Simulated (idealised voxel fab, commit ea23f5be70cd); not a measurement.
process module | voxel wiring stack
cross-section cut | 180 nm wide | cells 5 nm
A cross-section is a grid of square cells, given in bands from the top down. A band is one or more rows of cells.
Each band's line starts with the height of the band's top and of its bottom, in nm. Then come its materials from left to right, each with its width in nm. One material with "throughout" fills the band from edge to edge. "air" is empty space.
Height 0 is the level under which the wafer as received is all one material. The lowest band goes on downwards, as in "0 down".
A width such as "30 to 40" changes by the same amount from each row of cells to the next, from the band's top row to its bottom row.
"no change" after a step means that no cell of the cross-section changed.
closed voids: empty space of 8 cells or more with no open way to the top, each as width x height at its distance from the left edge, in nm
after a step's settings: what the simulator itself notes on the step
overlay nm, on a step with a mask: how far to the right of its planned place the mask lay; to the left if negative
plan
1 op RECEIVE | material Si
2 op CONFORMAL_DEP | material SiO2 | thk nm 15
3 op DIRECTIONAL_DEP | material TiN | thk nm 5
4 op DIRECTIONAL_DEP | material W | thk nm 20
5 op PATTERN | tone cover | mask id METAL_1 | material resist | width nm 20 | pitch nm 45 | thk nm 15 | overlay nm 0
6 op DIRECTIONAL_ETCH | etch materials W | depth nm 20
7 op DIRECTIONAL_ETCH | etch materials TiN | depth nm 5
8 op STRIP | etch materials resist
9 op CONFORMAL_DEP | material SiCN | thk nm 5
10 op FILL_DEP | material SiO2 | thk nm 5
11 op CMP | height nm 40
12 op CONFORMAL_DEP | material SiCN | thk nm 5
13 op DIRECTIONAL_DEP | material lowk | thk nm 25
14 op MASKED_ETCH | tone open | mask id METAL_2 | width nm 20 | pitch nm 45 | etch materials lowk | depth nm 15 | overlay nm 0
15 op PATTERN | tone open | mask id METAL_2_HOLES | material resist | width nm 15 | thk nm 20 | overlay nm 0
16 op DIRECTIONAL_ETCH | etch materials lowk | depth nm 10
17 op DIRECTIONAL_ETCH | etch materials SiCN | depth nm 5
18 op STRIP | etch materials resist
19 op CONFORMAL_DEP | material TiN | thk nm 5
20 op FILL_DEP | material Cu | thk nm 5
21 op CMP | height nm 70
22 op CONFORMAL_DEP | material SiN | thk nm 5
first wafer, as planned
as received, after step 1
  0 down: Si throughout
  closed voids: none
after step 2
  15 to 0: SiO2 throughout
  below 0: unchanged
after step 3
  20 to 15: TiN throughout
  below 15: unchanged
after step 4
  40 to 20: W throughout
  below 20: unchanged
after step 5
  55 to 40: air 55 | resist 20 | air 25 | resist 20 | air 60
  below 40: unchanged
after step 6
  55 to 40: air 55 | resist 20 | air 25 | resist 20 | air 60
  40 to 20: air 55 | W 20 | air 25 | W 20 | air 60
  below 20: unchanged
after step 7
  55 to 40: air 55 | resist 20 | air 25 | resist 20 | air 60
  40 to 20: air 55 | W 20 | air 25 | W 20 | air 60
  20 to 15: air 55 | TiN 20 | air 25 | TiN 20 | air 60
  below 15: unchanged
after step 8
  40 to 20: air 55 | W 20 | air 25 | W 20 | air 60
  below 20: unchanged
after step 9
  45 to 40: air 50 | SiCN 30 | air 15 | SiCN 30 | air 55
  40 to 20: air 50 | SiCN 5 | W 20 | SiCN 5 | air 15 | SiCN 5 | W 20 | SiCN 5 | air 55
  20 to 15: SiCN 55 | TiN 20 | SiCN 25 | TiN 20 | SiCN 60
  below 15: unchanged
after step 10
  50 to 45: SiO2 throughout
  45 to 40: SiO2 50 | SiCN 30 | SiO2 15 | SiCN 30 | SiO2 55
  40 to 20: SiO2 50 | SiCN 5 | W 20 | SiCN 5 | SiO2 15 | SiCN 5 | W 20 | SiCN 5 | SiO2 55
  below 20: unchanged
after step 11
  40 to 20: SiO2 50 | SiCN 5 | W 20 | SiCN 5 | SiO2 15 | SiCN 5 | W 20 | SiCN 5 | SiO2 55
  below 20: unchanged
after step 12
  45 to 40: SiCN throughout
  below 40: unchanged
after step 13
  70 to 45: lowk throughout
  below 45: unchanged
after step 14
  70 to 55: lowk 55 | air 20 | lowk 25 | air 20 | lowk 60
  below 55: unchanged
after step 15
  90 to 70: resist 55 | air 15 | resist 110
  70 to 55: lowk 55 | air 15 | resist 5 | lowk 25 | resist 20 | lowk 60
  below 55: unchanged
after step 16
  90 to 70: resist 55 | air 15 | resist 110
  70 to 55: lowk 55 | air 15 | resist 5 | lowk 25 | resist 20 | lowk 60
  55 to 45: lowk 55 | air 15 | lowk 110
  below 45: unchanged
after step 17
  90 to 70: resist 55 | air 15 | resist 110
  70 to 55: lowk 55 | air 15 | resist 5 | lowk 25 | resist 20 | lowk 60
  55 to 45: lowk 55 | air 15 | lowk 110
  45 to 40: SiCN 55 | air 15 | SiCN 110
  below 40: unchanged
after step 18
  70 to 55: lowk 55 | air 20 | lowk 25 | air 20 | lowk 60
  below 55: unchanged
after step 19
  75 to 70: TiN 60 | air 10 | TiN 35 | air 10 | TiN 65
  70 to 60: lowk 55 | TiN 5 | air 10 | TiN 5 | lowk 25 | TiN 5 | air 10 | TiN 5 | lowk 60
  60 to 55: lowk 55 | TiN 5 | air 5 | TiN 10 | lowk 25 | TiN 20 | lowk 60
  55 to 45: lowk 55 | TiN 5 | air 5 | TiN 5 | lowk 110
  45 to 40: SiCN 55 | TiN 15 | SiCN 110
  below 40: unchanged
after step 20
  80 to 75: Cu throughout
  75 to 70: TiN 60 | Cu 10 | TiN 35 | Cu 10 | TiN 65
  70 to 60: lowk 55 | TiN 5 | Cu 10 | TiN 5 | lowk 25 | TiN 5 | Cu 10 | TiN 5 | lowk 60
  60 to 55: lowk 55 | TiN 5 | Cu 5 | TiN 10 | lowk 25 | TiN 20 | lowk 60
  55 to 45: lowk 55 | TiN 5 | Cu 5 | TiN 5 | lowk 110
  below 45: unchanged
after step 21
  70 to 60: lowk 55 | TiN 5 | Cu 10 | TiN 5 | lowk 25 | TiN 5 | Cu 10 | TiN 5 | lowk 60
  below 60: unchanged
after step 22
  75 to 70: SiN throughout
  below 70: unchanged
second wafer: like start, like plan, one mistake. Through step 13 it matches the first wafer
when step 14 should have ended
  70 to 55: air 55 | lowk 20 | air 25 | lowk 20 | air 60
  below 55: unchanged
when step 15 should have ended
  90 to 70: resist 55 | air 15 | resist 110
  70 to 55: resist 55 | lowk 20 | resist 25 | lowk 20 | resist 60
  below 55: unchanged
when step 16 should have ended
  90 to 70: resist 55 | air 15 | resist 110
  70 to 60: resist 55 | air 15 | lowk 5 | resist 25 | lowk 20 | resist 60
  below 60: unchanged
when step 17 should have ended: no change
when step 18 should have ended
  70 to 60: air 70 | lowk 5 | air 25 | lowk 20 | air 60
  60 to 55: air 55 | lowk 20 | air 25 | lowk 20 | air 60
  below 55: unchanged
when step 19 should have ended
  75 to 70: air 65 | TiN 15 | air 15 | TiN 30 | air 55
  70 to 60: air 65 to 50 | TiN 5 to 20 | lowk 5 | TiN 5 | air 15 | TiN 5 | lowk 20 | TiN 5 | air 55
  60 to 55: TiN 55 | lowk 20 | TiN 25 | lowk 20 | TiN 60
  below 55: unchanged
when step 20 should have ended
  80 to 75: Cu throughout
  75 to 70: Cu 65 | TiN 15 | Cu 15 | TiN 30 | Cu 55
  70 to 60: Cu 65 to 50 | TiN 5 to 20 | lowk 5 | TiN 5 | Cu 15 | TiN 5 | lowk 20 | TiN 5 | Cu 55
  below 60: unchanged
when step 21 should have ended
  70 to 60: Cu 65 to 50 | TiN 5 to 20 | lowk 5 | TiN 5 | Cu 15 | TiN 5 | lowk 20 | TiN 5 | Cu 55
  below 60: unchanged
when step 22 should have ended
  75 to 70: SiN throughout
  below 70: unchanged
what went wrong: step 14 ran as: op MASKED_ETCH | tone cover | mask id METAL_2 | width nm 20 | pitch nm 45 | etch materials lowk | depth nm 15 | overlay nm 0
at the end the second wafer has, in cells: 40 more of Cu | 3 more of SiCN | 17 more of TiN | 60 fewer of lowk
